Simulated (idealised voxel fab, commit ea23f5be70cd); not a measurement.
process module | voxel self aligned contacts
Square cells of 5 nm make up the cross-section cut, whose width is 270 nm.
How to read a cross-section here: the picture is a grid of square cells, written as bands going from the top down, and any band can span one or more rows of cells. What a band's entry tells you: where the top is and where the bottom is, as heights in nm, and after that what lies inside, material by material from left to right, each with its width in nm. Empty space is written as the word "blank", and a single material marked with the word "edge to edge" occupies the band from edge to edge. Heads up on the height convention: 0 is the point under which the incoming wafer is all one material, and the lowest band has no bottom, it just keeps going down, like "0 nm and below". You'd read "30->40" like this: the band's top row of cells is as wide as the first number, its bottom row is as wide as the second, and going down, every row changes width by the same amount as the row before did. Take "no modifications" at face value: in the step it is given for, the cross-section changed in none of its cells. If an empty space has no open way to the top and is at least 8 cells in size, "Enclosed voids" lists it, written width x height at distance, where distance is measured from the left edge and every value is in nm. The remark found on a step's line after its settings is issued by the simulator itself and pertains to that step. overlay nm: for a step with a mask, the amount by which the mask lay right of where it was planned; a negative amount means left of it.

-- Set out below are the planned steps of the process
- 1: RECEIVE | material Si
- 2: OXIDIZE | depth nm 5
- 3: DIRECTIONAL_DEP | material polySi | thk nm 25
- 4: DIRECTIONAL_DEP | material SiN | thk nm 25
- 5: DIRECTIONAL_DEP | material aC | thk nm 15
- 6: PATTERN | tone cover | mask id GATE | material resist | width nm 35 | pitch nm 80 | thk nm 30 | overlay nm 0
- 7: DIRECTIONAL_ETCH | etch materials aC | depth nm 15
- 8: STRIP | etch materials resist
- 9: DIRECTIONAL_ETCH | etch materials SiN | depth nm 25
- 10: DIRECTIONAL_ETCH | etch materials polySi | depth nm 25
- 11: STRIP | etch materials aC
- 12: CONFORMAL_DEP | material SiN | thk nm 10
- 13: DIRECTIONAL_ETCH | etch materials SiN | depth nm 10
- 14: FILL_DEP | material SiO2 | thk nm 15
- 15: CMP | height nm 60
- 16: DIRECTIONAL_DEP | material aC | thk nm 10
- 17: PATTERN | tone open | mask id CONTACT | material resist | width nm 65 | thk nm 25 | overlay nm 0
- 18: DIRECTIONAL_ETCH | etch materials aC | depth nm 10
- 19: STRIP | etch materials resist
- 20: DIRECTIONAL_ETCH | etch materials SiO2 | depth nm 65
- 21: STRIP | etch materials aC
- 22: CONFORMAL_DEP | material TiN | thk nm 5
- 23: FILL_DEP | material Ru | thk nm 10
- 24: CMP | height nm 60
- 25: CONFORMAL_DEP | material SiN | thk nm 5

-- Cross-sectional view of the wafer in its as-received condition, corresponding to the state after step 1
0 nm and below  Si edge to edge
Enclosed voids: none

-- Final wafer profile in cross-section after the module, from the same start and plan as above, with one mistake made during processing
80 nm to 75 nm  SiN edge to edge
75 nm to 65 nm  Ru edge to edge
65 nm to 60 nm  105 TiN  55 Ru  110 TiN
60 nm to 50 nm  100 SiO2  5->25 TiN  55->15 Ru  5->25 TiN  105 SiO2
50 nm to 25 nm  65 SiO2  55 SiN  5 TiN  15 Ru  5 TiN  55 SiN  70 SiO2
25 nm to 0 nm  65 SiO2  10 SiN  35 polySi  10 SiN  5 TiN  15 Ru  5 TiN  10 SiN  35 polySi  10 SiN  70 SiO2
0 nm to -5 nm  120 SiO2  25 TiN  125 SiO2
-5 nm and below  Si edge to edge
Enclosed voids: none
What went wrong in running the wafer? skipped: plan step 24 (never run)
